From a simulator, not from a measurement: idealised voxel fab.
Presented below is a process module, voxel fin reveal.
We display cut, a cross-section 295 nm in width whose square cells are each 5 nm.
The cross-sections in this document take the form of a grid made of square cells. They are written out as bands, in order from top to bottom. Each band consists of one or more rows of cells. Read a band's entry like this: the first values are the height of its top and the height of its bottom in nm, and what follows is the sequence of materials from left to right, each with its width in nm. Note that "air" is empty space, and that a single material marked "everywhere" reaches across the band from edge to edge. Ref level 0: as-received wafer is one material below here. Bottom band extends down with no lower bound ("z 0 and below"). Graded width ("30 to 40"): value in top row of band = first number; value in bottom row = second number; row-to-row change constant. For the purposes of this document, the phrase "identical to before" attached to a step denotes that no cell within the cross-section was modified by that step. The entry "Trapped voids" lists the empty spaces that cover at least 8 cells and have no open path to the top. Each is written as width x height at distance, where the distance is measured from the left edge and all three values are in nm. On a step's line, text after the settings is the simulator commenting on that step. Regarding "overlay nm": on a step with a mask, it is the distance the mask lay to the right of its planned place; a negative value places it to the left.
-- The planned process steps are enumerated hereunder
step 1: RECEIVE (material Si)
step 2: CONFORMAL_DEP (material SiN; thk nm 5)
step 3: PATTERN (tone cover; mask id FINS; material resist; width nm 15; pitch nm 40; thk nm 15; overlay nm 0)
step 4: DIRECTIONAL_ETCH (etch materials SiN; depth nm 5)
step 5: DIRECTIONAL_ETCH (etch materials Si; depth nm 40)
step 6: STRIP (etch materials resist)
step 7: FILL_DEP (material SiO2; thk nm 5)
step 8: CMP (height nm 5)
step 9: SELECTIVE_ETCH (etch materials SiO2; depth nm 30)
step 10: STRIP (etch materials SiN)
step 11: CONFORMAL_DEP (material SiO2; thk nm 5)
-- Wafer cross-section on receipt, i.e. after step 1
  z 0 and below: Si everywhere
  Trapped voids: none
-- Sectioned view, first of two wafers, at the close of the module, processed as intended in the plan
  z 5 to 0: air=75, SiO2=25, air=15, SiO2=25, air=15, SiO2=25, air=15, SiO2=25, air=75
  z 0 to -20: air=75, SiO2=5, Si=15, SiO2=5, air=15, SiO2=5, Si=15, SiO2=5, air=15, SiO2=5, Si=15, SiO2=5, air=15, SiO2=5, Si=15, SiO2=5, air=75
  z -20 to -40: SiO2=80, Si=15, SiO2=25, Si=15, SiO2=25, Si=15, SiO2=25, Si=15, SiO2=80
  z -40 and below: Si everywhere
  Trapped voids: none
-- Cross-sectional view: second of two wafers, end of module; start and plan identical to the first, one mistake in running
  z 5 to 0: air=75, SiO2=25, air=15, SiO2=25, air=15, SiO2=25, air=15, SiO2=25, air=75
  z 0 to -20: air=75, SiO2=5, Si=15, SiO2=5, air=15, SiO2=5, Si=15, SiO2=5, air=15, SiO2=5, Si=15, SiO2=5, air=15, SiO2=5, Si=15, SiO2=5, air=75
  z -20 to -25: SiO2=55, air=20, SiO2=5, Si=15, SiO2=5, air=15, SiO2=5, Si=15, SiO2=5, air=15, SiO2=5, Si=15, SiO2=5, air=15, SiO2=5, Si=15, SiO2=5, air=20, SiO2=55
  z -25 to -40: SiO2=80, Si=15, SiO2=25, Si=15, SiO2=25, Si=15, SiO2=25, Si=15, SiO2=80
  z -40 and below: Si everywhere
  Trapped voids: none
So what did we get wrong on this run? deviation from plan: step 10 and step 9 executed in one another's positions
Counted in cells at the end, the second wafer holds more or fewer of these materials than the first: 17 fewer of SiO2
